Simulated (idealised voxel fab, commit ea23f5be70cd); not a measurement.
Process module in this document: voxel transistor to metal
The figure presents cross-section cut, which has a width of 270 nm and is divided into square cells with an edge length of 5 nm.
Heads up, the way a cross-section reads in here is a grid of square cells, handed over as bands from the top down, with every band being one or more rows of cells. Quick guide to a band line: top height, bottom height (nm) up front; then every material left to right with its width in nm. Only one material and it's marked "throughout"? Then it fills the band edge to edge. And "blank" just means empty space. It should be noted that heights are counted from 0, beneath which the wafer as supplied is of one material throughout, and that the lowest band possesses no lower boundary but continues downward, as written in "0 nm and below". It should be noted that a width expressed as "30->40" varies in equal increments from row to row of cells within the band, taking the value of the first number at the top row and that of the second number at the bottom row. No cell of the cross-section changed in a step that is given as "no modifications". "Catalogued sealed voids" means: voids of 8 cells or more that are shut off from the top with no open way through. Written width x height at distance, distance from the left edge, in nm. On each step's line, the part that comes after the settings is the simulator's own comment on the step. overlay nm: mask offset rightward from planned place, masked step; negative means leftward offset.

## These are the steps we planned for the process
step 1: RECEIVE,material Si
step 2: OXIDIZE,depth nm 5
step 3: CONFORMAL_DEP,material SiN,thk nm 15
step 4: DIRECTIONAL_DEP,material aC,thk nm 10
step 5: PATTERN,tone cover,mask id ACTIVE,material resist,width nm 105,pitch nm 125,thk nm 30,overlay nm 0
step 6: DIRECTIONAL_ETCH,etch materials aC,depth nm 10
step 7: STRIP,etch materials resist
step 8: DIRECTIONAL_ETCH,etch materials SiN,depth nm 15
step 9: DIRECTIONAL_ETCH,etch materials SiO2,depth nm 5
step 10: DIRECTIONAL_ETCH,etch materials Si,depth nm 30
step 11: STRIP,etch materials aC
step 12: FILL_DEP,material SiO2,thk nm 10
step 13: CMP,height nm 15
step 14: SELECTIVE_ETCH,etch materials SiO2,depth nm 15
step 15: STRIP,etch materials SiN
step 16: SELECTIVE_ETCH,etch materials SiO2,depth nm 5
step 17: OXIDIZE,depth nm 5
step 18: DIRECTIONAL_DEP,material polySi,thk nm 20
step 19: DIRECTIONAL_DEP,material SiCN,thk nm 15
step 20: MASKED_ETCH,tone cover,mask id GATE,width nm 25,pitch nm 125,etch materials SiCN,depth nm 25,overlay nm 0
step 21: MASKED_ETCH,tone cover,mask id GATE,width nm 25,pitch nm 125,etch materials polySi,depth nm 30,overlay nm 0
step 22: CONFORMAL_DEP,material SiO2,thk nm 5
step 23: DIRECTIONAL_ETCH,etch materials SiO2,depth nm 5
step 24: CONFORMAL_DEP,material SiN,thk nm 5
step 25: DIRECTIONAL_ETCH,etch materials SiN,depth nm 5
step 26: DIRECTIONAL_ETCH,etch materials SiO2,depth nm 5
step 27: EPI,material nSi,thk nm 5
step 28: FILL_DEP,material SiO2,thk nm 10
step 29: CMP,height nm 30
step 30: DIRECTIONAL_DEP,material SiO2,thk nm 15
step 31: DIRECTIONAL_DEP,material aC,thk nm 15
step 32: PATTERN,tone open,mask id CONTACT,material resist,width nm 30,thk nm 35,overlay nm 0
step 33: DIRECTIONAL_ETCH,etch materials aC,depth nm 15
step 34: STRIP,etch materials resist
step 35: DIRECTIONAL_ETCH,etch materials SiO2,depth nm 50
step 36: STRIP,etch materials aC
step 37: CONFORMAL_DEP,material TiN,thk nm 5
step 38: FILL_DEP,material Ru,thk nm 10
step 39: CMP,height nm 45
step 40: DIRECTIONAL_DEP,material TiN,thk nm 5
step 41: DIRECTIONAL_DEP,material W,thk nm 25
step 42: MASKED_ETCH,tone cover,mask id METAL_1,width nm 20,etch materials W,depth nm 25,overlay nm 0
step 43: MASKED_ETCH,tone cover,mask id METAL_1,width nm 20,etch materials TiN,depth nm 5,overlay nm 0
step 44: FILL_DEP,material lowk,thk nm 5
step 45: CMP,height nm 75
step 46: CONFORMAL_DEP,material SiN,thk nm 5
Across this set of wafers, the varied parameter is the thk nm of step 40. Starting conditions are identical for every wafer, and the plan reports the value assigned to the first wafer.

## Cross-section of the first incoming wafer of several, state after step 1
* 0 nm and below = Si throughout
* Catalogued sealed voids: none

## Once step 46, the last step, is complete, the module is at its end; this is the cross-section of the first of several wafers
* 80 nm to 75 nm = SiN throughout
* 75 nm to 50 nm = lowk: 25 / W: 20 / lowk: 55 / W: 20 / lowk: 30 / W: 20 / lowk: 55 / W: 20 / lowk: 25
* 50 nm to 45 nm = lowk: 25 / TiN: 20 / lowk: 55 / TiN: 20 / lowk: 30 / TiN: 20 / lowk: 55 / TiN: 20 / lowk: 25
* 45 nm to 35 nm = SiO2: 25 / TiN: 5 / Ru: 20 / TiN: 5 / SiO2: 35 / TiN: 5 / Ru: 20 / TiN: 5 / SiO2: 30 / TiN: 5 / Ru: 20 / TiN: 5 / SiO2: 35 / TiN: 5 / Ru: 20 / TiN: 5 / SiO2: 25
* 35 nm to 30 nm = SiO2: 25 / TiN: 5 / Ru: 15 / TiN: 10 / SiO2: 35 / TiN: 10 / Ru: 15 / TiN: 5 / SiO2: 30 / TiN: 5 / Ru: 15 / TiN: 10 / SiO2: 35 / TiN: 10 / Ru: 15 / TiN: 5 / SiO2: 25
* 30 nm to 15 nm = SiO2: 25 / TiN: 5 / Ru: 15 / TiN: 5 / SiN: 5 / SiO2: 5 / SiCN: 25 / SiO2: 5 / SiN: 5 / TiN: 5 / Ru: 15 / TiN: 5 / SiO2: 30 / TiN: 5 / Ru: 15 / TiN: 5 / SiN: 5 / SiO2: 5 / SiCN: 25 / SiO2: 5 / SiN: 5 / TiN: 5 / Ru: 15 / TiN: 5 / SiO2: 25
* 15 nm to 0 nm = SiO2: 25 / TiN: 5 / Ru: 15 / TiN: 5 / SiN: 5 / SiO2: 5 / polySi: 25 / SiO2: 5 / SiN: 5 / TiN: 5 / Ru: 15 / TiN: 5 / SiO2: 30 / TiN: 5 / Ru: 15 / TiN: 5 / SiN: 5 / SiO2: 5 / polySi: 25 / SiO2: 5 / SiN: 5 / TiN: 5 / Ru: 15 / TiN: 5 / SiO2: 25
* 0 nm to -5 nm = SiO2: 25 / TiN: 25 / SiN: 5 / SiO2: 5 / polySi: 25 / SiO2: 5 / SiN: 5 / TiN: 25 / SiO2: 30 / TiN: 25 / SiN: 5 / SiO2: 5 / polySi: 25 / SiO2: 5 / SiN: 5 / TiN: 25 / SiO2: 25
* -5 nm to -10 nm = SiO2: 15 / nSi: 35 / SiO2: 45 / nSi: 35 / SiO2: 10 / nSi: 35 / SiO2: 45 / nSi: 35 / SiO2: 15
* -10 nm to -35 nm = SiO2: 20 / Si: 105 / SiO2: 20 / Si: 105 / SiO2: 20
* -35 nm and below = Si throughout
* Catalogued sealed voids: none

## Sectional view of the last wafer upon completion of the module
* 80 nm to 75 nm = SiN throughout
* 75 nm to 65 nm = lowk: 25 / W: 20 / lowk: 55 / W: 20 / lowk: 30 / W: 20 / lowk: 55 / W: 20 / lowk: 25
* 65 nm to 60 nm = lowk: 25 / TiN: 20 / lowk: 55 / TiN: 20 / lowk: 30 / TiN: 20 / lowk: 55 / TiN: 20 / lowk: 25
* 60 nm to 45 nm = TiN throughout
* 45 nm to 35 nm = SiO2: 25 / TiN: 5 / Ru: 20 / TiN: 5 / SiO2: 35 / TiN: 5 / Ru: 20 / TiN: 5 / SiO2: 30 / TiN: 5 / Ru: 20 / TiN: 5 / SiO2: 35 / TiN: 5 / Ru: 20 / TiN: 5 / SiO2: 25
* 35 nm to 30 nm = SiO2: 25 / TiN: 5 / Ru: 15 / TiN: 10 / SiO2: 35 / TiN: 10 / Ru: 15 / TiN: 5 / SiO2: 30 / TiN: 5 / Ru: 15 / TiN: 10 / SiO2: 35 / TiN: 10 / Ru: 15 / TiN: 5 / SiO2: 25
* 30 nm to 15 nm = SiO2: 25 / TiN: 5 / Ru: 15 / TiN: 5 / SiN: 5 / SiO2: 5 / SiCN: 25 / SiO2: 5 / SiN: 5 / TiN: 5 / Ru: 15 / TiN: 5 / SiO2: 30 / TiN: 5 / Ru: 15 / TiN: 5 / SiN: 5 / SiO2: 5 / SiCN: 25 / SiO2: 5 / SiN: 5 / TiN: 5 / Ru: 15 / TiN: 5 / SiO2: 25
* 15 nm to 0 nm = SiO2: 25 / TiN: 5 / Ru: 15 / TiN: 5 / SiN: 5 / SiO2: 5 / polySi: 25 / SiO2: 5 / SiN: 5 / TiN: 5 / Ru: 15 / TiN: 5 / SiO2: 30 / TiN: 5 / Ru: 15 / TiN: 5 / SiN: 5 / SiO2: 5 / polySi: 25 / SiO2: 5 / SiN: 5 / TiN: 5 / Ru: 15 / TiN: 5 / SiO2: 25
* 0 nm to -5 nm = SiO2: 25 / TiN: 25 / SiN: 5 / SiO2: 5 / polySi: 25 / SiO2: 5 / SiN: 5 / TiN: 25 / SiO2: 30 / TiN: 25 / SiN: 5 / SiO2: 5 / polySi: 25 / SiO2: 5 / SiN: 5 / TiN: 25 / SiO2: 25
* -5 nm to -10 nm = SiO2: 15 / nSi: 35 / SiO2: 45 / nSi: 35 / SiO2: 10 / nSi: 35 / SiO2: 45 / nSi: 35 / SiO2: 15
* -10 nm to -35 nm = SiO2: 20 / Si: 105 / SiO2: 20 / Si: 105 / SiO2: 20
* -35 nm and below = Si throughout
* Catalogued sealed voids: none

## What follows is a table in which each wafer occupies a row; for the wafer as it stands at the close of the module, the row states, material by material, how many cells have been gained (+) or lost (-) since receipt, and then gives its closed voids
thk nm 5, +116 Ru, -168 Si, +30 SiCN, +82 SiN, +316 SiO2, +112 TiN, +80 W, +228 lowk, +28 nSi, +40 polySi, Catalogued sealed voids: none
thk nm 10, +116 Ru, -168 Si, +30 SiCN, +82 SiN, +316 SiO2, +166 TiN, +64 W, +190 lowk, +28 nSi, +40 polySi, Catalogued sealed voids: none
thk nm 15, +116 Ru, -168 Si, +30 SiCN, +82 SiN, +316 SiO2, +220 TiN, +48 W, +152 lowk, +28 nSi, +40 polySi, Catalogued sealed voids: none
thk nm 20, +116 Ru, -168 Si, +30 SiCN, +82 SiN, +316 SiO2, +274 TiN, +32 W, +114 lowk, +28 nSi, +40 polySi, Catalogued sealed voids: none
